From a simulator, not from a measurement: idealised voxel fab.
process module | voxel ribs on slabs
cross-section cut | 190 nm wide | cells 5 nm
A cross-section is a grid of square cells, given in bands from the top down. A band is one or more rows of cells.
Each band's line starts with the height of the band's top and of its bottom, in nm. Then come its materials from left to right, each with its width in nm. One material with "throughout" fills the band from edge to edge. "air" is empty space.
Height 0 is the level under which the wafer as received is all one material. The lowest band goes on downwards, as in "0 down".
A width such as "30 to 40" changes by the same amount from each row of cells to the next, from the band's top row to its bottom row.
"no change" after a step means that no cell of the cross-section changed.
closed voids: empty space of 8 cells or more with no open way to the top, each as width x height at its distance from the left edge, in nm
after a step's settings: what the simulator itself notes on the step
overlay nm, on a step with a mask: how far to the right of its planned place the mask lay; to the left if negative
plan
1 op RECEIVE | material Si
2 op DIRECTIONAL_DEP | material SiO2 | thk nm 20
3 op DIRECTIONAL_DEP | material polySi | thk nm 15
4 op MASKED_ETCH | tone cover | mask id RIB | width nm 30 | etch materials polySi | depth nm 5 | overlay nm 0
5 op DIRECTIONAL_DEP | material aC | thk nm 15
6 op PATTERN | tone cover | mask id SLAB | material resist | width nm 70 | thk nm 30 | overlay nm 0
7 op DIRECTIONAL_ETCH | etch materials aC | depth nm 15
8 op STRIP | etch materials resist
9 op DIRECTIONAL_ETCH | etch materials polySi | depth nm 10
10 op STRIP | etch materials aC
11 op FILL_DEP | material SiO2 | thk nm 30
12 op CMP | height nm 55
13 op DIRECTIONAL_DEP | material W | thk nm 10
14 op PATTERN | tone cover | mask id HEATER | material resist | width nm 40 | thk nm 20 | overlay nm 0
15 op DIRECTIONAL_ETCH | etch materials W | depth nm 10
16 op STRIP | etch materials resist
17 op CONFORMAL_DEP | material SiN | thk nm 5
first wafer, as planned
as received, after step 1
  0 down: Si throughout
  closed voids: none
after step 2
  20 to 0: SiO2 throughout
  below 0: unchanged
after step 3
  35 to 20: polySi throughout
  below 20: unchanged
after step 4
  35 to 30: air 80 | polySi 30 | air 80
  below 30: unchanged
after step 5
  50 to 45: air 80 | aC 30 | air 80
  45 to 35: aC throughout
  35 to 30: aC 80 | polySi 30 | aC 80
  below 30: unchanged
after step 6
  80 to 50: air 60 | resist 70 | air 60
  50 to 45: air 60 | resist 20 | aC 30 | resist 20 | air 60
  below 45: unchanged
after step 7
  65 to 50: air 60 | resist 70 | air 60
  50 to 45: air 60 | resist 20 | aC 30 | resist 20 | air 60
  45 to 35: air 60 | aC 70 | air 60
  35 to 30: air 60 | aC 20 | polySi 30 | aC 20 | air 60
  below 30: unchanged
after step 8
  50 to 45: air 80 | aC 30 | air 80
  below 45: unchanged
after step 9
  50 to 45: air 80 | aC 30 | air 80
  45 to 35: air 60 | aC 70 | air 60
  35 to 30: air 60 | aC 20 | polySi 30 | aC 20 | air 60
  30 to 20: air 60 | polySi 70 | air 60
  below 20: unchanged
after step 10
  35 to 30: air 80 | polySi 30 | air 80
  below 30: unchanged
after step 11
  65 to 35: SiO2 throughout
  35 to 30: SiO2 80 | polySi 30 | SiO2 80
  30 to 20: SiO2 60 | polySi 70 | SiO2 60
  below 20: unchanged
after step 12
  55 to 35: SiO2 throughout
  below 35: unchanged
after step 13
  65 to 55: W throughout
  below 55: unchanged
after step 14
  85 to 65: air 75 | resist 40 | air 75
  below 65: unchanged
after step 15
  85 to 65: air 75 | resist 40 | air 75
  65 to 55: air 75 | W 40 | air 75
  below 55: unchanged
after step 16
  65 to 55: air 75 | W 40 | air 75
  below 55: unchanged
after step 17
  70 to 65: air 70 | SiN 50 | air 70
  65 to 60: air 70 | SiN 5 | W 40 | SiN 5 | air 70
  60 to 55: SiN 75 | W 40 | SiN 75
  below 55: unchanged
second wafer: like start, like plan, one mistake. Through step 13 it matches the first wafer
when step 14 should have ended
  85 to 65: resist 75 | air 40 | resist 75
  below 65: unchanged
when step 15 should have ended
  85 to 65: resist 75 | air 40 | resist 75
  65 to 55: W 75 | air 40 | W 75
  below 55: unchanged
when step 16 should have ended
  65 to 55: W 75 | air 40 | W 75
  below 55: unchanged
when step 17 should have ended
  70 to 65: SiN 80 | air 30 | SiN 80
  65 to 60: W 75 | SiN 5 | air 30 | SiN 5 | W 75
  60 to 55: W 75 | SiN 40 | W 75
  below 55: unchanged
what went wrong: step 14 ran as: op PATTERN | tone open | mask id HEATER | material resist | width nm 40 | thk nm 20 | overlay nm 0
at the end the second wafer has, in cells: 44 more of W
